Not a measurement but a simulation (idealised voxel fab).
process module | voxel self aligned contacts
cross-section cut | 260 nm wide | cells 5 nm
A cross-section is a grid of square cells, given in bands from the top down. A band is one or more rows of cells.
Each band's line starts with the height of the band's top and of its bottom, in nm. Then come its materials from left to right, each with its width in nm. One material with "throughout" fills the band from edge to edge. "air" is empty space.
Height 0 is the level under which the wafer as received is all one material. The lowest band goes on downwards, as in "0 down".
A width such as "30 to 40" changes by the same amount from each row of cells to the next, from the band's top row to its bottom row.
"no change" after a step means that no cell of the cross-section changed.
closed voids: empty space of 8 cells or more with no open way to the top, each as width x height at its distance from the left edge, in nm
after a step's settings: what the simulator itself notes on the step
overlay nm, on a step with a mask: how far to the right of its planned place the mask lay; to the left if negative
plan
1 op RECEIVE | material Si
2 op OXIDIZE | depth nm 5
3 op DIRECTIONAL_DEP | material polySi | thk nm 30
4 op DIRECTIONAL_DEP | material SiN | thk nm 15
5 op MASKED_ETCH | tone cover | mask id GATE | width nm 35 | pitch nm 70 | etch materials SiN | depth nm 15 | overlay nm 0
6 op MASKED_ETCH | tone cover | mask id GATE | width nm 35 | pitch nm 70 | etch materials polySi | depth nm 30 | overlay nm 0
7 op CONFORMAL_DEP | material SiN | thk nm 5
8 op DIRECTIONAL_ETCH | etch materials SiN | depth nm 5
9 op FILL_DEP | material SiO2 | thk nm 15
10 op CMP | height nm 50
11 op PATTERN | tone open | mask id CONTACT | material resist | width nm 45 | pitch nm 70 | thk nm 15 | overlay nm 0
12 op DIRECTIONAL_ETCH | etch materials SiO2 | depth nm 55
13 op STRIP | etch materials resist
14 op CONFORMAL_DEP | material TiN | thk nm 5
15 op FILL_DEP | material Ru | thk nm 10
16 op CMP | height nm 50
17 op CONFORMAL_DEP | material SiCN | thk nm 5
as received, after step 1
  0 down: Si throughout
  closed voids: none
a wafer at the end: this start, this plan, one mistake
  55 to 50: SiCN throughout
  50 to 45: SiO2 70 | TiN 15 | Ru 15 | TiN 15 | SiO2 25 | TiN 15 | Ru 15 | TiN 15 | SiO2 75
  45 to 40: SiO2 35 | SiN 45 | TiN 5 | Ru 15 | TiN 5 | SiN 45 | TiN 5 | Ru 15 | TiN 5 | SiN 45 | SiO2 40
  40 to 35: SiO2 35 | SiN 45 | TiN 25 | SiN 45 | TiN 25 | SiN 45 | SiO2 40
  35 to 30: SiN throughout
  30 to 0: polySi throughout
  0 to -5: SiO2 throughout
  -5 down: Si throughout
  closed voids: none
what went wrong: step 5 ran as: op MASKED_ETCH | tone cover | mask id GATE | width nm 35 | pitch nm 70 | etch materials SiN | depth nm 10 | overlay nm 0
